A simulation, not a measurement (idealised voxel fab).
Presented below is a process module, voxel capacitor over wiring.
It is cross-section cut that appears here, measuring 155 nm in width, its square cells being 5 nm in size.
Cross-section format: a grid of square cells, given as bands from top to bottom; each band is one or more rows of cells. Quick guide to a band line: top height, bottom height (nm) up front; then every material left to right with its width in nm. Only one material and it's marked "throughout"? Then it fills the band edge to edge. And "blank" just means empty space. Heights from 0 (as-received wafer is one material below). Bottom band endless downward, as "z 0 and below". So if you see something like "30..40" for the width, read it as the top row of the band sitting at the first number and the bottom row at the second, with every row in between moving by the same amount as the last. What does "everything unchanged" mean for a step? It means no cell of the cross-section changed in that step. Closed-off voids of 8+ cells (no open route to the top) go in "Sealed void list", written width x height at distance from the left edge, in nm. If you see something after the settings on a step's line, that's the simulator's own remark about that step. When a step includes a mask, the "overlay nm" setting on its line states how far to the right of its planned place that mask lay, and negative values state how far to the left.

[plan]
1 RECEIVE,material Si
2 CONFORMAL_DEP,material SiO2,thk nm 10
3 CONFORMAL_DEP,material SiN,thk nm 5
4 DIRECTIONAL_DEP,material SiO2,thk nm 25
5 DIRECTIONAL_DEP,material aC,thk nm 10
6 PATTERN,tone open,mask id METAL_1,material resist,width nm 25,pitch nm 80,thk nm 25,overlay nm 0
7 DIRECTIONAL_ETCH,etch materials aC,depth nm 10
8 STRIP,etch materials resist
9 DIRECTIONAL_ETCH,etch materials SiO2,depth nm 25
10 DIRECTIONAL_ETCH,etch materials SiN,depth nm 5
11 STRIP,etch materials aC
12 CONFORMAL_DEP,material TiN,thk nm 5
13 FILL_DEP,material Cu,thk nm 5
14 CMP,height nm 40
15 CONFORMAL_DEP,material SiCN,thk nm 5
16 DIRECTIONAL_DEP,material lowk,thk nm 15
17 DIRECTIONAL_DEP,material aC,thk nm 15
18 PATTERN,tone open,mask id PLUG_1,material resist,width nm 15,thk nm 30,overlay nm 0
19 DIRECTIONAL_ETCH,etch materials aC,depth nm 15
20 STRIP,etch materials resist
21 DIRECTIONAL_ETCH,etch materials lowk,depth nm 15
22 DIRECTIONAL_ETCH,etch materials SiCN,depth nm 5
23 STRIP,etch materials aC
24 EPI,material Ru,thk nm 10
25 EPI,material Ru,thk nm 10
26 DIRECTIONAL_DEP,material TiN,thk nm 5
27 DIRECTIONAL_DEP,material Al2O3,thk nm 5
28 DIRECTIONAL_DEP,material TiN,thk nm 5
29 PATTERN,tone cover,mask id UPPER_PLATE,material resist,width nm 60,thk nm 15,overlay nm 0
30 DIRECTIONAL_ETCH,etch materials TiN,depth nm 5
31 DIRECTIONAL_ETCH,etch materials Al2O3,depth nm 5
32 STRIP,etch materials resist
33 MASKED_ETCH,tone cover,mask id LOWER_PLATE,width nm 70,etch materials TiN,depth nm 5,overlay nm 0
34 FILL_DEP,material SiO2,thk nm 15
35 CMP,height nm 85
36 PATTERN,tone open,mask id PLUG_2,material resist,width nm 15,thk nm 15,overlay nm 0
37 DIRECTIONAL_ETCH,etch materials SiO2,depth nm 10
38 STRIP,etch materials resist
39 CONFORMAL_DEP,material TiN,thk nm 5
40 FILL_DEP,material W,thk nm 5
41 CMP,height nm 85
42 CONFORMAL_DEP,material SiN,thk nm 5

[Cross-section: wafer on arrival = after step 1]
z 0 and below: Si throughout
Sealed void list: none

[Cross-sectional result after module completion. Note: starting condition and plan are unchanged from above; one processing mistake was made]
z 90 to 85: SiN throughout
z 85 to 80: SiO2 45 nm | TiN 5 nm | W 5 nm | TiN 5 nm | SiO2 95 nm
z 80 to 70: SiO2 45..40 nm | TiN 15..55 nm | SiO2 95..60 nm
z 70 to 65: SiO2 40 nm | Al2O3 55 nm | SiO2 60 nm
z 65 to 60: SiO2 30 nm | TiN 70 nm | SiO2 55 nm
z 60 to 45: lowk 35 nm | Ru 15 nm | lowk 105 nm
z 45 to 40: SiCN 35 nm | Ru 15 nm | SiCN 105 nm
z 40 to 15: SiO2 25 nm | TiN 5 nm | Cu 15 nm | TiN 5 nm | SiO2 55 nm | TiN 5 nm | Cu 15 nm | TiN 5 nm | SiO2 25 nm
z 15 to 10: SiN 25 nm | TiN 25 nm | SiN 55 nm | TiN 25 nm | SiN 25 nm
z 10 to 0: SiO2 throughout
z 0 and below: Si throughout
Sealed void list: none
The plan and the run diverged here: so step 29 ended up running with a different setting than we planned, it ran as PATTERN,tone cover,mask id UPPER_PLATE,material resist,width nm 55,thk nm 15,overlay nm 0
